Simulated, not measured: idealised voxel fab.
Presented below is a process module, voxel self aligned contacts.
Each square cell in cross-section cut measures 5 nm, and the section as a whole is 240 nm wide.
This document writes a cross-section as a grid whose cells are square, and gives it as bands, listed from the top down; one or more rows of cells form a band. Band: top height; bottom height; in nm. Then, left to right: material with width in nm, for each material. "full width": a single material spanning edge to edge. "blank": empty space. Counting heights begins at 0, where everything beneath is, in the wafer as received, one material. The lowest band has no bottom; it goes on downwards, as "0 -> down" shows. Width: "30..40" (first number = top row, second number = bottom row, same change from row to row of cells). Basically "remained the same" means that step didn't change any cell in the cross-section. Basically, "Unvented internal voids" tells you about the enclosed voids: empty spaces with no open way to the top, 8 cells or bigger, each written width x height at distance, where distance is from the left edge, all in nm. The remark found on a step's line after its settings is issued by the simulator itself and pertains to that step. overlay nm, on a step with a mask: how far to the right of its planned place the mask lay; to the left if negative.

**The planned process steps are enumerated hereunder**
| 1 | op RECEIVE | material Si |
| 2 | op OXIDIZE | depth nm 5 |
| 3 | op DIRECTIONAL_DEP | material polySi | thk nm 20 |
| 4 | op DIRECTIONAL_DEP | material SiN | thk nm 20 |
| 5 | op PATTERN | tone cover | mask id GATE | material resist | width nm 35 | pitch nm 75 | thk nm 20 | overlay nm 0 |
| 6 | op DIRECTIONAL_ETCH | etch materials SiN | depth nm 20 |
| 7 | op DIRECTIONAL_ETCH | etch materials polySi | depth nm 20 |
| 8 | op STRIP | etch materials resist |
| 9 | op CONFORMAL_DEP | material SiN | thk nm 10 |
| 10 | op DIRECTIONAL_ETCH | etch materials SiN | depth nm 10 |
| 11 | op FILL_DEP | material SiO2 | thk nm 15 |
| 12 | op CMP | height nm 45 |
| 13 | op MASKED_ETCH | tone open | mask id CONTACT | width nm 50 | pitch nm 75 | etch materials SiO2 | depth nm 50 | overlay nm 0 |
| 14 | op CONFORMAL_DEP | material TiN | thk nm 5 |
| 15 | op FILL_DEP | material W | thk nm 5 |
| 16 | op CMP | height nm 45 |
| 17 | op CONFORMAL_DEP | material SiN | thk nm 5 |

**The following pertains to the first of two wafers, which was processed as planned**

**Step 1 complete: cross-section of the wafer as received**
    0 -> down  Si full width
    Unvented internal voids: none

**You're looking at a cross-section of the wafer after step 2**
    0 -> -5  SiO2 full width
    Note: structure below -5 unchanged.

**You're looking at a cross-section of the wafer after step 3**
    20 -> 0  polySi full width
    Note: structure below 0 unchanged.

**You're looking at a cross-section of the wafer after step 4**
    40 -> 20  SiN full width
    Note: structure below 20 unchanged.

**You're looking at a cross-section of the wafer after step 5**
    60 -> 40  25 of blank / 35 of resist / 40 of blank / 35 of resist / 40 of blank / 35 of resist / 30 of blank
    Note: structure below 40 unchanged.

**You're looking at a cross-section of the wafer after step 6**
    60 -> 40  25 of blank / 35 of resist / 40 of blank / 35 of resist / 40 of blank / 35 of resist / 30 of blank
    40 -> 20  25 of blank / 35 of SiN / 40 of blank / 35 of SiN / 40 of blank / 35 of SiN / 30 of blank
    Note: structure below 20 unchanged.

**You're looking at a cross-section of the wafer after step 7**
    60 -> 40  25 of blank / 35 of resist / 40 of blank / 35 of resist / 40 of blank / 35 of resist / 30 of blank
    40 -> 20  25 of blank / 35 of SiN / 40 of blank / 35 of SiN / 40 of blank / 35 of SiN / 30 of blank
    20 -> 0  25 of blank / 35 of polySi / 40 of blank / 35 of polySi / 40 of blank / 35 of polySi / 30 of blank
    Note: structure below 0 unchanged.

**You're looking at a cross-section of the wafer after step 8**
    40 -> 20  25 of blank / 35 of SiN / 40 of blank / 35 of SiN / 40 of blank / 35 of SiN / 30 of blank
    Note: structure below 20 unchanged.

**You're looking at a cross-section of the wafer after step 9**
    50 -> 20  15 of blank / 55 of SiN / 20 of blank / 55 of SiN / 20 of blank / 55 of SiN / 20 of blank
    20 -> 10  15 of blank / 10 of SiN / 35 of polySi / 10 of SiN / 20 of blank / 10 of SiN / 35 of polySi / 10 of SiN / 20 of blank / 10 of SiN / 35 of polySi / 10 of SiN / 20 of blank
    10 -> 0  25 of SiN / 35 of polySi / 40 of SiN / 35 of polySi / 40 of SiN / 35 of polySi / 30 of SiN
    Note: structure below 0 unchanged.

**You're looking at a cross-section of the wafer after step 10**
    40 -> 20  15 of blank / 55 of SiN / 20 of blank / 55 of SiN / 20 of blank / 55 of SiN / 20 of blank
    20 -> 0  15 of blank / 10 of SiN / 35 of polySi / 10 of SiN / 20 of blank / 10 of SiN / 35 of polySi / 10 of SiN / 20 of blank / 10 of SiN / 35 of polySi / 10 of SiN / 20 of blank
    Note: structure below 0 unchanged.

**You're looking at a cross-section of the wafer after step 11**
    55 -> 40  SiO2 full width
    40 -> 20  15 of SiO2 / 55 of SiN / 20 of SiO2 / 55 of SiN / 20 of SiO2 / 55 of SiN / 20 of SiO2
    20 -> 0  15 of SiO2 / 10 of SiN / 35 of polySi / 10 of SiN / 20 of SiO2 / 10 of SiN / 35 of polySi / 10 of SiN / 20 of SiO2 / 10 of SiN / 35 of polySi / 10 of SiN / 20 of SiO2
    Note: structure below 0 unchanged.

**You're looking at a cross-section of the wafer after step 12**
    45 -> 40  SiO2 full width
    Note: structure below 40 unchanged.

**You're looking at a cross-section of the wafer after step 13**
    45 -> 40  55 of SiO2 / 50 of blank / 25 of SiO2 / 50 of blank / 60 of SiO2
    40 -> 20  15 of SiO2 / 55 of SiN / 20 of blank / 55 of SiN / 20 of blank / 55 of SiN / 20 of SiO2
    20 -> 0  15 of SiO2 / 10 of SiN / 35 of polySi / 10 of SiN / 20 of blank / 10 of SiN / 35 of polySi / 10 of SiN / 20 of blank / 10 of SiN / 35 of polySi / 10 of SiN / 20 of SiO2
    0 -> -5  70 of SiO2 / 20 of blank / 55 of SiO2 / 20 of blank / 75 of SiO2
    Note: structure below -5 unchanged.

**You're looking at a cross-section of the wafer after step 14**
    50 -> 45  60 of TiN / 40 of blank / 35 of TiN / 40 of blank / 65 of TiN
    45 -> 40  55 of SiO2 / 20 of TiN / 10 of blank / 20 of TiN / 25 of SiO2 / 20 of TiN / 10 of blank / 20 of TiN / 60 of SiO2
    40 -> 20  15 of SiO2 / 55 of SiN / 5 of TiN / 10 of blank / 5 of TiN / 55 of SiN / 5 of TiN / 10 of blank / 5 of TiN / 55 of SiN / 20 of SiO2
    20 -> 0  15 of SiO2 / 10 of SiN / 35 of polySi / 10 of SiN / 5 of TiN / 10 of blank / 5 of TiN / 10 of SiN / 35 of polySi / 10 of SiN / 5 of TiN / 10 of blank / 5 of TiN / 10 of SiN / 35 of polySi / 10 of SiN / 20 of SiO2
    0 -> -5  70 of SiO2 / 20 of TiN / 55 of SiO2 / 20 of TiN / 75 of SiO2
    Note: structure below -5 unchanged.

**You're looking at a cross-section of the wafer after step 15**
    55 -> 50  W full width
    50 -> 45  60 of TiN / 40 of W / 35 of TiN / 40 of W / 65 of TiN
    45 -> 40  55 of SiO2 / 20 of TiN / 10 of W / 20 of TiN / 25 of SiO2 / 20 of TiN / 10 of W / 20 of TiN / 60 of SiO2
    40 -> 20  15 of SiO2 / 55 of SiN / 5 of TiN / 10 of W / 5 of TiN / 55 of SiN / 5 of TiN / 10 of W / 5 of TiN / 55 of SiN / 20 of SiO2
    20 -> 0  15 of SiO2 / 10 of SiN / 35 of polySi / 10 of SiN / 5 of TiN / 10 of W / 5 of TiN / 10 of SiN / 35 of polySi / 10 of SiN / 5 of TiN / 10 of W / 5 of TiN / 10 of SiN / 35 of polySi / 10 of SiN / 20 of SiO2
    Note: structure below 0 unchanged.

**You're looking at a cross-section of the wafer after step 16**
    45 -> 40  55 of SiO2 / 20 of TiN / 10 of W / 20 of TiN / 25 of SiO2 / 20 of TiN / 10 of W / 20 of TiN / 60 of SiO2
    Note: structure below 40 unchanged.

**You're looking at a cross-section of the wafer after step 17**
    50 -> 45  SiN full width
    Note: structure below 45 unchanged.

**Wafer two of two - same starting point, same process plan, one mistake in execution; matches wafer one up to and including step 2**

**Second wafer, section view, time point: scheduled end of step 3**
    20 -> 0  SiN full width
    Note: structure below 0 unchanged.

**Second wafer, section view, time point: scheduled end of step 4**
    40 -> 20  polySi full width
    Note: structure below 20 unchanged.

**Second wafer, section view, time point: scheduled end of step 5**
    60 -> 40  25 of blank / 35 of resist / 40 of blank / 35 of resist / 40 of blank / 35 of resist / 30 of blank
    Note: structure below 40 unchanged.

Second wafer, section view, time point: scheduled end of step 6: remained the same

**Second wafer, section view, time point: scheduled end of step 7**
    60 -> 40  25 of blank / 35 of resist / 40 of blank / 35 of resist / 40 of blank / 35 of resist / 30 of blank
    40 -> 20  25 of blank / 35 of polySi / 40 of blank / 35 of polySi / 40 of blank / 35 of polySi / 30 of blank
    Note: structure below 20 unchanged.

**Second wafer, section view, time point: scheduled end of step 8**
    40 -> 20  25 of blank / 35 of polySi / 40 of blank / 35 of polySi / 40 of blank / 35 of polySi / 30 of blank
    Note: structure below 20 unchanged.

**Second wafer, section view, time point: scheduled end of step 9**
    50 -> 40  15 of blank / 55 of SiN / 20 of blank / 55 of SiN / 20 of blank / 55 of SiN / 20 of blank
    40 -> 30  15 of blank / 10 of SiN / 35 of polySi / 10 of SiN / 20 of blank / 10 of SiN / 35 of polySi / 10 of SiN / 20 of blank / 10 of SiN / 35 of polySi / 10 of SiN / 20 of blank
    30 -> 20  25 of SiN / 35 of polySi / 40 of SiN / 35 of polySi / 40 of SiN / 35 of polySi / 30 of SiN
    Note: structure below 20 unchanged.

**Second wafer, section view, time point: scheduled end of step 10**
    40 -> 20  15 of blank / 10 of SiN / 35 of polySi / 10 of SiN / 20 of blank / 10 of SiN / 35 of polySi / 10 of SiN / 20 of blank / 10 of SiN / 35 of polySi / 10 of SiN / 20 of blank
    Note: structure below 20 unchanged.

**Second wafer, section view, time point: scheduled end of step 11**
    55 -> 40  SiO2 full width
    40 -> 20  15 of SiO2 / 10 of SiN / 35 of polySi / 10 of SiN / 20 of SiO2 / 10 of SiN / 35 of polySi / 10 of SiN / 20 of SiO2 / 10 of SiN / 35 of polySi / 10 of SiN / 20 of SiO2
    Note: structure below 20 unchanged.

**Second wafer, section view, time point: scheduled end of step 12**
    45 -> 40  SiO2 full width
    Note: structure below 40 unchanged.

**Second wafer, section view, time point: scheduled end of step 13**
    45 -> 40  55 of SiO2 / 50 of blank / 25 of SiO2 / 50 of blank / 60 of SiO2
    40 -> 20  15 of SiO2 / 10 of SiN / 35 of polySi / 10 of SiN / 20 of blank / 10 of SiN / 35 of polySi / 10 of SiN / 20 of blank / 10 of SiN / 35 of polySi / 10 of SiN / 20 of SiO2
    Note: structure below 20 unchanged.

**Second wafer, section view, time point: scheduled end of step 14**
    50 -> 45  60 of TiN / 40 of blank / 35 of TiN / 40 of blank / 65 of TiN
    45 -> 40  55 of SiO2 / 20 of TiN / 10 of blank / 20 of TiN / 25 of SiO2 / 20 of TiN / 10 of blank / 20 of TiN / 60 of SiO2
    40 -> 25  15 of SiO2 / 10 of SiN / 35 of polySi / 10 of SiN / 5 of TiN / 10 of blank / 5 of TiN / 10 of SiN / 35 of polySi / 10 of SiN / 5 of TiN / 10 of blank / 5 of TiN / 10 of SiN / 35 of polySi / 10 of SiN / 20 of SiO2
    25 -> 20  15 of SiO2 / 10 of SiN / 35 of polySi / 10 of SiN / 20 of TiN / 10 of SiN / 35 of polySi / 10 of SiN / 20 of TiN / 10 of SiN / 35 of polySi / 10 of SiN / 20 of SiO2
    Note: structure below 20 unchanged.

**Second wafer, section view, time point: scheduled end of step 15**
    55 -> 50  W full width
    50 -> 45  60 of TiN / 40 of W / 35 of TiN / 40 of W / 65 of TiN
    45 -> 40  55 of SiO2 / 20 of TiN / 10 of W / 20 of TiN / 25 of SiO2 / 20 of TiN / 10 of W / 20 of TiN / 60 of SiO2
    40 -> 25  15 of SiO2 / 10 of SiN / 35 of polySi / 10 of SiN / 5 of TiN / 10 of W / 5 of TiN / 10 of SiN / 35 of polySi / 10 of SiN / 5 of TiN / 10 of W / 5 of TiN / 10 of SiN / 35 of polySi / 10 of SiN / 20 of SiO2
    Note: structure below 25 unchanged.

**Second wafer, section view, time point: scheduled end of step 16**
    45 -> 40  55 of SiO2 / 20 of TiN / 10 of W / 20 of TiN / 25 of SiO2 / 20 of TiN / 10 of W / 20 of TiN / 60 of SiO2
    Note: structure below 40 unchanged.

**Second wafer, section view, time point: scheduled end of step 17**
    50 -> 45  SiN full width
    Note: structure below 45 unchanged.
Nonconformance to the process plan: mixed up steps 3 and 4 - ran each in the other's place
Bottom line after processing is that, in cells, the second wafer is up or down on some materials versus the first: +60 SiN, -20 SiO2, -20 TiN, -20 W
